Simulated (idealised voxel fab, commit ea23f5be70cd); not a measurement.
Process module under the name voxel spacer lines
For reference, the cross-section in this document is cut, with width 260 nm and square cells of 5 nm.
Cross-section spec: square-cell grid; bands listed top down; each band is one or more rows. Per band: top height and bottom height in nm, followed by the left-to-right materials and their widths in nm; "edge to edge" marks a single material spanning edge to edge, "empty" marks empty space. Measure heights from 0. That's the level where, below it, the as-received wafer is all one material. The lowest band is bottomless and extends downward; write it as in "0 down". Width: "30 to 40" (first number = top row, second number = bottom row, same change from row to row of cells). For the purposes of this document, the phrase "no alterations made" attached to a step denotes that no cell within the cross-section was modified by that step. What "Enclosed cavity list" gives you is every empty space of 8 cells or more that is cut off from the top. Each appears as width x height at distance, with the distance taken from the left edge and width, height and distance all in nm. What comes after the settings on a step's line is commentary from the simulator itself on that step. overlay nm: for a step with a mask, the amount by which the mask lay right of where it was planned; a negative amount means left of it.

[Steps in the process plan]
1: op RECEIVE | material Si
2: op CONFORMAL_DEP | material Al2O3 | thk nm 5
3: op DIRECTIONAL_DEP | material SiN | thk nm 10
4: op DIRECTIONAL_DEP | material aC | thk nm 20
5: op PATTERN | tone cover | mask id MANDREL | material resist | width nm 25 | pitch nm 70 | thk nm 30 | overlay nm 0
6: op DIRECTIONAL_ETCH | etch materials aC | depth nm 20
7: op STRIP | etch materials resist
8: op CONFORMAL_DEP | material SiO2 | thk nm 10
9: op DIRECTIONAL_ETCH | etch materials SiO2 | depth nm 10
10: op STRIP | etch materials aC
11: op DIRECTIONAL_ETCH | etch materials SiN | depth nm 10
12: op STRIP | etch materials SiO2
13: op FILL_DEP | material SiO2 | thk nm 10
14: op CMP | height nm 15

[First wafer out of two, processed as planned]

[Wafer cross-section on receipt, i.e. after step 1]
	0 down = Si edge to edge
	Enclosed cavity list: none

[Upon completion of step 2, the wafer appears in cross-section as shown]
	5 to 0 = Al2O3 edge to edge
	Under 0: no change, same as before.

[Upon completion of step 3, the wafer appears in cross-section as shown]
	15 to 5 = SiN edge to edge
	Under 5: no change, same as before.

[Upon completion of step 4, the wafer appears in cross-section as shown]
	35 to 15 = aC edge to edge
	Under 15: no change, same as before.

[Upon completion of step 5, the wafer appears in cross-section as shown]
	65 to 35 = 45 nm empty | 25 nm resist | 45 nm empty | 25 nm resist | 45 nm empty | 25 nm resist | 50 nm empty
	Under 35: no change, same as before.

[Upon completion of step 6, the wafer appears in cross-section as shown]
	45 to 35 = 45 nm empty | 25 nm resist | 45 nm empty | 25 nm resist | 45 nm empty | 25 nm resist | 50 nm empty
	35 to 15 = 45 nm empty | 25 nm aC | 45 nm empty | 25 nm aC | 45 nm empty | 25 nm aC | 50 nm empty
	Under 15: no change, same as before.

[Upon completion of step 7, the wafer appears in cross-section as shown]
	35 to 15 = 45 nm empty | 25 nm aC | 45 nm empty | 25 nm aC | 45 nm empty | 25 nm aC | 50 nm empty
	Under 15: no change, same as before.

[Upon completion of step 8, the wafer appears in cross-section as shown]
	45 to 35 = 35 nm empty | 45 nm SiO2 | 25 nm empty | 45 nm SiO2 | 25 nm empty | 45 nm SiO2 | 40 nm empty
	35 to 25 = 35 nm empty | 10 nm SiO2 | 25 nm aC | 10 nm SiO2 | 25 nm empty | 10 nm SiO2 | 25 nm aC | 10 nm SiO2 | 25 nm empty | 10 nm SiO2 | 25 nm aC | 10 nm SiO2 | 40 nm empty
	25 to 15 = 45 nm SiO2 | 25 nm aC | 45 nm SiO2 | 25 nm aC | 45 nm SiO2 | 25 nm aC | 50 nm SiO2
	Under 15: no change, same as before.

[Upon completion of step 9, the wafer appears in cross-section as shown]
	35 to 15 = 35 nm empty | 10 nm SiO2 | 25 nm aC | 10 nm SiO2 | 25 nm empty | 10 nm SiO2 | 25 nm aC | 10 nm SiO2 | 25 nm empty | 10 nm SiO2 | 25 nm aC | 10 nm SiO2 | 40 nm empty
	Under 15: no change, same as before.

[Upon completion of step 10, the wafer appears in cross-section as shown]
	35 to 15 = 35 nm empty | 10 nm SiO2 | 25 nm empty | 10 nm SiO2 | 25 nm empty | 10 nm SiO2 | 25 nm empty | 10 nm SiO2 | 25 nm empty | 10 nm SiO2 | 25 nm empty | 10 nm SiO2 | 40 nm empty
	Under 15: no change, same as before.

[Upon completion of step 11, the wafer appears in cross-section as shown]
	35 to 15 = 35 nm empty | 10 nm SiO2 | 25 nm empty | 10 nm SiO2 | 25 nm empty | 10 nm SiO2 | 25 nm empty | 10 nm SiO2 | 25 nm empty | 10 nm SiO2 | 25 nm empty | 10 nm SiO2 | 40 nm empty
	15 to 5 = 35 nm empty | 10 nm SiN | 25 nm empty | 10 nm SiN | 25 nm empty | 10 nm SiN | 25 nm empty | 10 nm SiN | 25 nm empty | 10 nm SiN | 25 nm empty | 10 nm SiN | 40 nm empty
	Under 5: no change, same as before.

[Upon completion of step 12, the wafer appears in cross-section as shown]
	15 to 5 = 35 nm empty | 10 nm SiN | 25 nm empty | 10 nm SiN | 25 nm empty | 10 nm SiN | 25 nm empty | 10 nm SiN | 25 nm empty | 10 nm SiN | 25 nm empty | 10 nm SiN | 40 nm empty
	Under 5: no change, same as before.

[Upon completion of step 13, the wafer appears in cross-section as shown]
	25 to 15 = SiO2 edge to edge
	15 to 5 = 35 nm SiO2 | 10 nm SiN | 25 nm SiO2 | 10 nm SiN | 25 nm SiO2 | 10 nm SiN | 25 nm SiO2 | 10 nm SiN | 25 nm SiO2 | 10 nm SiN | 25 nm SiO2 | 10 nm SiN | 40 nm SiO2
	Under 5: no change, same as before.

[Upon completion of step 14, the wafer appears in cross-section as shown]
	15 to 5 = 35 nm SiO2 | 10 nm SiN | 25 nm SiO2 | 10 nm SiN | 25 nm SiO2 | 10 nm SiN | 25 nm SiO2 | 10 nm SiN | 25 nm SiO2 | 10 nm SiN | 25 nm SiO2 | 10 nm SiN | 40 nm SiO2
	Under 5: no change, same as before.

[Companion wafer, the second of two: same beginning, same intended sequence, one mistake in carrying it out; through step 2 inclusive it tracks the first exactly]

[Cross-section, second wafer, at the end time the plan gives for step 3]
	25 to 5 = aC edge to edge
	Under 5: no change, same as before.

[Cross-section, second wafer, at the end time the plan gives for step 4]
	35 to 25 = SiN edge to edge
	Under 25: no change, same as before.

[Cross-section, second wafer, at the end time the plan gives for step 5]
	65 to 35 = 45 nm empty | 25 nm resist | 45 nm empty | 25 nm resist | 45 nm empty | 25 nm resist | 50 nm empty
	Under 35: no change, same as before.

[Cross-section, second wafer, at the end time the plan gives for step 6]
	45 to 35 = 45 nm empty | 25 nm resist | 45 nm empty | 25 nm resist | 45 nm empty | 25 nm resist | 50 nm empty
	Under 35: no change, same as before.

[Cross-section, second wafer, at the end time the plan gives for step 7]
	35 to 25 = SiN edge to edge
	Under 25: no change, same as before.

[Cross-section, second wafer, at the end time the plan gives for step 8]
	45 to 35 = SiO2 edge to edge
	Under 35: no change, same as before.

[Cross-section, second wafer, at the end time the plan gives for step 9]
	35 to 25 = SiN edge to edge
	Under 25: no change, same as before.

Cross-section, second wafer, at the end time the plan gives for step 10: no alterations made

[Cross-section, second wafer, at the end time the plan gives for step 11]
	25 to 5 = aC edge to edge
	Under 5: no change, same as before.

Cross-section, second wafer, at the end time the plan gives for step 12: no alterations made

[Cross-section, second wafer, at the end time the plan gives for step 13]
	35 to 25 = SiO2 edge to edge
	Under 25: no change, same as before.

[Cross-section, second wafer, at the end time the plan gives for step 14]
	15 to 5 = aC edge to edge
	Under 5: no change, same as before.
Which mistake was made when the wafer was run? steps 3 and 4 traded places in the executed sequence
Heads up, by the end the second wafer has more or fewer cells of some materials compared to the first: -24 SiN, -80 SiO2, +104 aC
